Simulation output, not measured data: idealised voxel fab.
The following process module bears the name voxel released beams.
Section shown: cut. Width: 195 nm. Cell size: 5 nm, square.
Throughout this document, each cross-section is represented as a grid of square cells and is presented as a sequence of bands enumerated from the top downward, where a band comprises one or more rows of cells. The entry gives the band's vertical extent as a top height and a bottom height in nm, then its horizontal make-up as materials from left to right, each with a width in nm. "air" stands for empty space; a single material marked "all across" fills the band edge to edge. Below 0: as-received wafer, all one material; heights counted from there. Lowest band: no bottom, goes on down, written "0..down". When a width is written as two numbers, as in "30->40", the first number is the width in the top row of cells of the band and the second is the width in its bottom row, and the width changes by the same amount from each row to the next. The cross-section has no changed cell in any step marked "no modification". "Internal closed voids" - sealed voids, min. 8 cells, no opening to top; format: width x height at distance (distance from left edge; nm throughout). Where a step's line continues beyond its settings, the continuation is a remark by the simulator itself on that step. overlay nm: for a step with a mask, the amount by which the mask lay right of where it was planned; a negative amount means left of it.

Here's what the planned process steps look like:
- 1: RECEIVE, material Si
- 2: CONFORMAL_DEP, material SiN, thk nm 5
- 3: DIRECTIONAL_DEP, material SiO2, thk nm 15
- 4: DIRECTIONAL_DEP, material aC, thk nm 10
- 5: PATTERN, tone open, mask id ANCHOR, material resist, width nm 35, thk nm 30, overlay nm 0
- 6: DIRECTIONAL_ETCH, etch materials aC, depth nm 10
- 7: STRIP, etch materials resist
- 8: DIRECTIONAL_ETCH, etch materials SiO2, depth nm 15
- 9: STRIP, etch materials aC
- 10: CONFORMAL_DEP, material polySi, thk nm 15
- 11: MASKED_ETCH, tone cover, mask id BEAM, width nm 120, etch materials polySi, depth nm 15, overlay nm 0
- 12: STRIP, etch materials SiO2

Shown in cross-section is the wafer as received, that is, as it stands after step 1:
	0..down = Si all across
	Internal closed voids: none

first wafer at the end, as planned:
	35..20 = air 35 nm | polySi 20 nm | air 5 nm | polySi 95 nm | air 40 nm
	20..5 = air 40 nm | polySi 35 nm | air 120 nm
	5..0 = SiN all across
	0..down = Si all across
	Internal closed voids: none

Second wafer of the two, sectioned at the end of the module. It began like the first and followed the same plan, but one mistake was made while running it:
	35..20 = air 35 nm | polySi 120 nm | air 40 nm
	20..15 = SiN all across
	15..0 = SiO2 all across
	0..down = Si all across
	Internal closed voids: none
Processing error: transposition of steps 2 and 3 relative to the planned sequence
Upon completion, the second wafer contains, in terms of cells, a greater or smaller amount of certain materials than the first wafer: SiO2: 117 more; polySi: 18 fewer
